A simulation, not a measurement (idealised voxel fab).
process module | voxel air gaps
cross-section cut | 195 nm wide | cells 5 nm
A cross-section is a grid of square cells, given in bands from the top down. A band is one or more rows of cells.
Each band's line starts with the height of the band's top and of its bottom, in nm. Then come its materials from left to right, each with its width in nm. One material with "throughout" fills the band from edge to edge. "air" is empty space.
Height 0 is the level under which the wafer as received is all one material. The lowest band goes on downwards, as in "0 down".
A width such as "30 to 40" changes by the same amount from each row of cells to the next, from the band's top row to its bottom row.
"no change" after a step means that no cell of the cross-section changed.
closed voids: empty space of 8 cells or more with no open way to the top, each as width x height at its distance from the left edge, in nm
after a step's settings: what the simulator itself notes on the step
overlay nm, on a step with a mask: how far to the right of its planned place the mask lay; to the left if negative
plan
1 op RECEIVE | material Si
2 op CONFORMAL_DEP | material SiO2 | thk nm 15
3 op CONFORMAL_DEP | material SiN | thk nm 5
4 op DIRECTIONAL_DEP | material SiO2 | thk nm 40
5 op DIRECTIONAL_DEP | material aC | thk nm 15
6 op PATTERN | tone open | mask id LINES | material resist | width nm 15 | pitch nm 45 | thk nm 35 | overlay nm 0
7 op DIRECTIONAL_ETCH | etch materials aC | depth nm 15
8 op STRIP | etch materials resist
9 op DIRECTIONAL_ETCH | etch materials SiO2 | depth nm 40
10 op STRIP | etch materials aC
11 op CONFORMAL_DEP | material TiN | thk nm 5
12 op FILL_DEP | material W | thk nm 5
13 op CMP | height nm 60
14 op EPI | material Ru | thk nm 10
15 op SELECTIVE_ETCH | etch materials SiO2 | depth nm 50
16 op CONFORMAL_DEP | material SiN | thk nm 5
as received, after step 1
  0 down: Si throughout
  closed voids: none
first wafer at the end, as planned
  75 to 70: air 30 | SiN 135 | air 30
  70 to 60: air 30 | SiN 5 | Ru 35 | SiN 10 | Ru 35 | SiN 10 | Ru 35 | SiN 5 | air 30
  60 to 55: air 30 | SiN 15 | TiN 5 | W 5 | TiN 5 | SiN 30 | TiN 5 | W 5 | TiN 5 | SiN 30 | TiN 5 | W 5 | TiN 5 | SiN 15 | air 30
  55 to 25: air 40 | SiN 5 | TiN 5 | W 5 | TiN 5 | SiN 5 | air 20 | SiN 5 | TiN 5 | W 5 | TiN 5 | SiN 5 | air 20 | SiN 5 | TiN 5 | W 5 | TiN 5 | SiN 5 | air 40
  25 to 20: SiN 45 | TiN 15 | SiN 30 | TiN 15 | SiN 30 | TiN 15 | SiN 45
  20 to 15: SiN throughout
  15 to 0: SiO2 throughout
  0 down: Si throughout
  closed voids: 20 x 30 at 65; 20 x 30 at 110
second wafer at the end: like start, like plan, one mistake
  65 to 55: SiN throughout
  55 to 0: SiO2 throughout
  0 down: Si throughout
  closed voids: none
what went wrong: steps 3 and 4 were swapped
at the end the second wafer has, in cells: 42 fewer of Ru | 84 fewer of SiN | 312 more of SiO2 | 51 fewer of TiN | 21 fewer of W
closed voids at the end (first wafer, second wafer): 2, 0
